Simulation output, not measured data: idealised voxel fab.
process module | voxel gate over fins
cross-section cut | 255 nm wide | cells 5 nm
A cross-section is a grid of square cells, given in bands from the top down. A band is one or more rows of cells.
Each band's line starts with the height of the band's top and of its bottom, in nm. Then come its materials from left to right, each with its width in nm. One material with "throughout" fills the band from edge to edge. "air" is empty space.
Height 0 is the level under which the wafer as received is all one material. The lowest band goes on downwards, as in "0 down".
A width such as "30 to 40" changes by the same amount from each row of cells to the next, from the band's top row to its bottom row.
"no change" after a step means that no cell of the cross-section changed.
closed voids: empty space of 8 cells or more with no open way to the top, each as width x height at its distance from the left edge, in nm
after a step's settings: what the simulator itself notes on the step
overlay nm, on a step with a mask: how far to the right of its planned place the mask lay; to the left if negative
plan
1 op RECEIVE | material Si
2 op CONFORMAL_DEP | material SiN | thk nm 10
3 op MASKED_ETCH | tone cover | mask id FINS | width nm 15 | pitch nm 50 | etch materials SiN | depth nm 10 | overlay nm 0
4 op MASKED_ETCH | tone cover | mask id FINS | width nm 15 | pitch nm 50 | etch materials Si | depth nm 35 | overlay nm 0
5 op OXIDIZE | depth nm 5
6 op FILL_DEP | material SiO2 | thk nm 15
7 op CMP | height nm 10
8 op DIRECTIONAL_DEP | material aC | thk nm 10
9 op PATTERN | tone open | mask id RAIL | material resist | width nm 15 | thk nm 30 | overlay nm 0
10 op DIRECTIONAL_ETCH | etch materials aC | depth nm 10
11 op STRIP | etch materials resist
12 op DIRECTIONAL_ETCH | etch materials SiO2 | depth nm 40
13 op STRIP | etch materials aC
14 op CONFORMAL_DEP | material TiN | thk nm 5
15 op FILL_DEP | material W | thk nm 10
16 op CMP | height nm 10
17 op SELECTIVE_ETCH | etch materials W Ru TiN | depth nm 30
18 op FILL_DEP | material SiO2 | thk nm 5
19 op CMP | height nm 10
20 op SELECTIVE_ETCH | etch materials SiO2 | depth nm 20
21 op STRIP | etch materials SiN
22 op CONFORMAL_DEP | material HfO2 | thk nm 5
23 op CONFORMAL_DEP | material TiN | thk nm 5
24 op CONFORMAL_DEP | material TiAl | thk nm 5
25 op CONFORMAL_DEP | material TiN | thk nm 5
26 op FILL_DEP | material W | thk nm 15
27 op CMP | height nm 30
28 op CONFORMAL_DEP | material SiN | thk nm 5
first wafer, as planned
as received, after step 1
  0 down: Si throughout
  closed voids: none
after step 2
  10 to 0: SiN throughout
  below 0: unchanged
after step 3
  10 to 0: air 95 | SiN 15 | air 35 | SiN 15 | air 95
  below 0: unchanged
after step 4
  10 to 0: air 95 | SiN 15 | air 35 | SiN 15 | air 95
  0 to -35: air 95 | Si 15 | air 35 | Si 15 | air 95
  below -35: unchanged
after step 5
  10 to 0: air 95 | SiN 15 | air 35 | SiN 15 | air 95
  0 to -35: air 95 | SiO2 5 | Si 5 | SiO2 5 | air 35 | SiO2 5 | Si 5 | SiO2 5 | air 95
  -35 to -40: SiO2 100 | Si 5 | SiO2 45 | Si 5 | SiO2 100
  below -40: unchanged
after step 6
  25 to 10: SiO2 throughout
  10 to 0: SiO2 95 | SiN 15 | SiO2 35 | SiN 15 | SiO2 95
  0 to -40: SiO2 100 | Si 5 | SiO2 45 | Si 5 | SiO2 100
  below -40: unchanged
after step 7
  10 to 0: SiO2 95 | SiN 15 | SiO2 35 | SiN 15 | SiO2 95
  below 0: unchanged
after step 8
  20 to 10: aC throughout
  below 10: unchanged
after step 9
  50 to 20: resist 120 | air 15 | resist 120
  below 20: unchanged
after step 10
  40 to 20: resist 120 | air 15 | resist 120
  20 to 10: aC 120 | air 15 | aC 120
  below 10: unchanged
after step 11
  20 to 10: aC 120 | air 15 | aC 120
  below 10: unchanged
after step 12
  20 to 10: aC 120 | air 15 | aC 120
  10 to 0: SiO2 95 | SiN 15 | SiO2 10 | air 15 | SiO2 10 | SiN 15 | SiO2 95
  0 to -30: SiO2 100 | Si 5 | SiO2 15 | air 15 | SiO2 15 | Si 5 | SiO2 100
  below -30: unchanged
after step 13
  10 to 0: SiO2 95 | SiN 15 | SiO2 10 | air 15 | SiO2 10 | SiN 15 | SiO2 95
  below 0: unchanged
after step 14
  15 to 10: TiN 125 | air 5 | TiN 125
  10 to 0: SiO2 95 | SiN 15 | SiO2 10 | TiN 5 | air 5 | TiN 5 | SiO2 10 | SiN 15 | SiO2 95
  0 to -25: SiO2 100 | Si 5 | SiO2 15 | TiN 5 | air 5 | TiN 5 | SiO2 15 | Si 5 | SiO2 100
  -25 to -30: SiO2 100 | Si 5 | SiO2 15 | TiN 15 | SiO2 15 | Si 5 | SiO2 100
  below -30: unchanged
after step 15
  25 to 15: W throughout
  15 to 10: TiN 125 | W 5 | TiN 125
  10 to 0: SiO2 95 | SiN 15 | SiO2 10 | TiN 5 | W 5 | TiN 5 | SiO2 10 | SiN 15 | SiO2 95
  0 to -25: SiO2 100 | Si 5 | SiO2 15 | TiN 5 | W 5 | TiN 5 | SiO2 15 | Si 5 | SiO2 100
  below -25: unchanged
after step 16
  10 to 0: SiO2 95 | SiN 15 | SiO2 10 | TiN 5 | W 5 | TiN 5 | SiO2 10 | SiN 15 | SiO2 95
  below 0: unchanged
after step 17
  10 to 0: SiO2 95 | SiN 15 | SiO2 10 | air 15 | SiO2 10 | SiN 15 | SiO2 95
  0 to -20: SiO2 100 | Si 5 | SiO2 15 | air 15 | SiO2 15 | Si 5 | SiO2 100
  below -20: unchanged
after step 18
  15 to 10: SiO2 throughout
  10 to 0: SiO2 95 | SiN 15 | SiO2 35 | SiN 15 | SiO2 95
  0 to -20: SiO2 100 | Si 5 | SiO2 45 | Si 5 | SiO2 100
  below -20: unchanged
after step 19
  10 to 0: SiO2 95 | SiN 15 | SiO2 35 | SiN 15 | SiO2 95
  below 0: unchanged
after step 20
  10 to 0: air 95 | SiN 15 | air 35 | SiN 15 | air 95
  0 to -10: air 100 | Si 5 | air 45 | Si 5 | air 100
  below -10: unchanged
after step 21
  0 to -10: air 100 | Si 5 | air 45 | Si 5 | air 100
  below -10: unchanged
after step 22
  5 to 0: air 95 | HfO2 15 | air 35 | HfO2 15 | air 95
  0 to -5: air 95 | HfO2 5 | Si 5 | HfO2 5 | air 35 | HfO2 5 | Si 5 | HfO2 5 | air 95
  -5 to -10: HfO2 100 | Si 5 | HfO2 45 | Si 5 | HfO2 100
  below -10: unchanged
after step 23
  10 to 5: air 90 | TiN 25 | air 25 | TiN 25 | air 90
  5 to 0: air 90 | TiN 5 | HfO2 15 | TiN 5 | air 25 | TiN 5 | HfO2 15 | TiN 5 | air 90
  0 to -5: TiN 95 | HfO2 5 | Si 5 | HfO2 5 | TiN 35 | HfO2 5 | Si 5 | HfO2 5 | TiN 95
  below -5: unchanged
after step 24
  15 to 10: air 85 | TiAl 35 | air 15 | TiAl 35 | air 85
  10 to 5: air 85 | TiAl 5 | TiN 25 | TiAl 5 | air 15 | TiAl 5 | TiN 25 | TiAl 5 | air 85
  5 to 0: TiAl 90 | TiN 5 | HfO2 15 | TiN 5 | TiAl 25 | TiN 5 | HfO2 15 | TiN 5 | TiAl 90
  below 0: unchanged
after step 25
  20 to 15: air 80 | TiN 45 | air 5 | TiN 45 | air 80
  15 to 10: air 80 | TiN 5 | TiAl 35 | TiN 5 | air 5 | TiN 5 | TiAl 35 | TiN 5 | air 80
  10 to 5: TiN 85 | TiAl 5 | TiN 25 | TiAl 5 | TiN 15 | TiAl 5 | TiN 25 | TiAl 5 | TiN 85
  below 5: unchanged
after step 26
  35 to 20: W throughout
  20 to 15: W 80 | TiN 45 | W 5 | TiN 45 | W 80
  15 to 10: W 80 | TiN 5 | TiAl 35 | TiN 5 | W 5 | TiN 5 | TiAl 35 | TiN 5 | W 80
  below 10: unchanged
after step 27
  30 to 20: W throughout
  below 20: unchanged
after step 28
  35 to 30: SiN throughout
  below 30: unchanged
second wafer: like start, like plan, one mistake. Through step 8 it matches the first wafer
when step 9 should have ended
  50 to 20: air 120 | resist 15 | air 120
  below 20: unchanged
when step 10 should have ended
  40 to 20: air 120 | resist 15 | air 120
  20 to 10: air 120 | aC 15 | air 120
  below 10: unchanged
when step 11 should have ended
  20 to 10: air 120 | aC 15 | air 120
  below 10: unchanged
when step 12 should have ended
  20 to 10: air 120 | aC 15 | air 120
  10 to 0: air 95 | SiN 15 | air 10 | SiO2 15 | air 10 | SiN 15 | air 95
  0 to -30: air 95 | SiO2 5 | Si 5 | SiO2 5 | air 10 | SiO2 15 | air 10 | SiO2 5 | Si 5 | SiO2 5 | air 95
  below -30: unchanged
when step 13 should have ended
  10 to 0: air 95 | SiN 15 | air 10 | SiO2 15 | air 10 | SiN 15 | air 95
  below 0: unchanged
when step 14 should have ended
  15 to 10: air 90 | TiN 75 | air 90
  10 to 0: air 90 | TiN 5 | SiN 15 | TiN 10 | SiO2 15 | TiN 10 | SiN 15 | TiN 5 | air 90
  0 to -25: air 90 | TiN 5 | SiO2 5 | Si 5 | SiO2 5 | TiN 10 | SiO2 15 | TiN 10 | SiO2 5 | Si 5 | SiO2 5 | TiN 5 | air 90
  -25 to -30: TiN 95 | SiO2 5 | Si 5 | SiO2 5 | TiN 10 | SiO2 15 | TiN 10 | SiO2 5 | Si 5 | SiO2 5 | TiN 95
  below -30: unchanged
when step 15 should have ended
  25 to 15: W throughout
  15 to 10: W 90 | TiN 75 | W 90
  10 to 0: W 90 | TiN 5 | SiN 15 | TiN 10 | SiO2 15 | TiN 10 | SiN 15 | TiN 5 | W 90
  0 to -25: W 90 | TiN 5 | SiO2 5 | Si 5 | SiO2 5 | TiN 10 | SiO2 15 | TiN 10 | SiO2 5 | Si 5 | SiO2 5 | TiN 5 | W 90
  below -25: unchanged
when step 16 should have ended
  10 to 0: W 90 | TiN 5 | SiN 15 | TiN 10 | SiO2 15 | TiN 10 | SiN 15 | TiN 5 | W 90
  below 0: unchanged
when step 17 should have ended
  10 to 0: air 95 | SiN 15 | air 10 | SiO2 15 | air 10 | SiN 15 | air 95
  0 to -20: air 95 | SiO2 5 | Si 5 | SiO2 5 | air 10 | SiO2 15 | air 10 | SiO2 5 | Si 5 | SiO2 5 | air 95
  below -20: unchanged
when step 18 should have ended
  15 to 10: SiO2 throughout
  10 to 0: SiO2 95 | SiN 15 | SiO2 35 | SiN 15 | SiO2 95
  0 to -20: SiO2 100 | Si 5 | SiO2 45 | Si 5 | SiO2 100
  below -20: unchanged
when step 19 should have ended
  10 to 0: SiO2 95 | SiN 15 | SiO2 35 | SiN 15 | SiO2 95
  below 0: unchanged
when step 20 should have ended
  10 to 0: air 95 | SiN 15 | air 35 | SiN 15 | air 95
  0 to -10: air 100 | Si 5 | air 45 | Si 5 | air 100
  below -10: unchanged
when step 21 should have ended
  0 to -10: air 100 | Si 5 | air 45 | Si 5 | air 100
  below -10: unchanged
when step 22 should have ended
  5 to 0: air 95 | HfO2 15 | air 35 | HfO2 15 | air 95
  0 to -5: air 95 | HfO2 5 | Si 5 | HfO2 5 | air 35 | HfO2 5 | Si 5 | HfO2 5 | air 95
  -5 to -10: HfO2 100 | Si 5 | HfO2 45 | Si 5 | HfO2 100
  below -10: unchanged
when step 23 should have ended
  10 to 5: air 90 | TiN 25 | air 25 | TiN 25 | air 90
  5 to 0: air 90 | TiN 5 | HfO2 15 | TiN 5 | air 25 | TiN 5 | HfO2 15 | TiN 5 | air 90
  0 to -5: TiN 95 | HfO2 5 | Si 5 | HfO2 5 | TiN 35 | HfO2 5 | Si 5 | HfO2 5 | TiN 95
  below -5: unchanged
when step 24 should have ended
  15 to 10: air 85 | TiAl 35 | air 15 | TiAl 35 | air 85
  10 to 5: air 85 | TiAl 5 | TiN 25 | TiAl 5 | air 15 | TiAl 5 | TiN 25 | TiAl 5 | air 85
  5 to 0: TiAl 90 | TiN 5 | HfO2 15 | TiN 5 | TiAl 25 | TiN 5 | HfO2 15 | TiN 5 | TiAl 90
  below 0: unchanged
when step 25 should have ended
  20 to 15: air 80 | TiN 45 | air 5 | TiN 45 | air 80
  15 to 10: air 80 | TiN 5 | TiAl 35 | TiN 5 | air 5 | TiN 5 | TiAl 35 | TiN 5 | air 80
  10 to 5: TiN 85 | TiAl 5 | TiN 25 | TiAl 5 | TiN 15 | TiAl 5 | TiN 25 | TiAl 5 | TiN 85
  below 5: unchanged
when step 26 should have ended
  35 to 20: W throughout
  20 to 15: W 80 | TiN 45 | W 5 | TiN 45 | W 80
  15 to 10: W 80 | TiN 5 | TiAl 35 | TiN 5 | W 5 | TiN 5 | TiAl 35 | TiN 5 | W 80
  below 10: unchanged
when step 27 should have ended
  30 to 20: W throughout
  below 20: unchanged
when step 28 should have ended
  35 to 30: SiN throughout
  below 30: unchanged
what went wrong: step 9 ran as: op PATTERN | tone cover | mask id RAIL | material resist | width nm 15 | thk nm 30 | overlay nm 0
at the end the second wafer has, in cells: 78 fewer of SiO2 | 43 more of TiN | 35 more of W
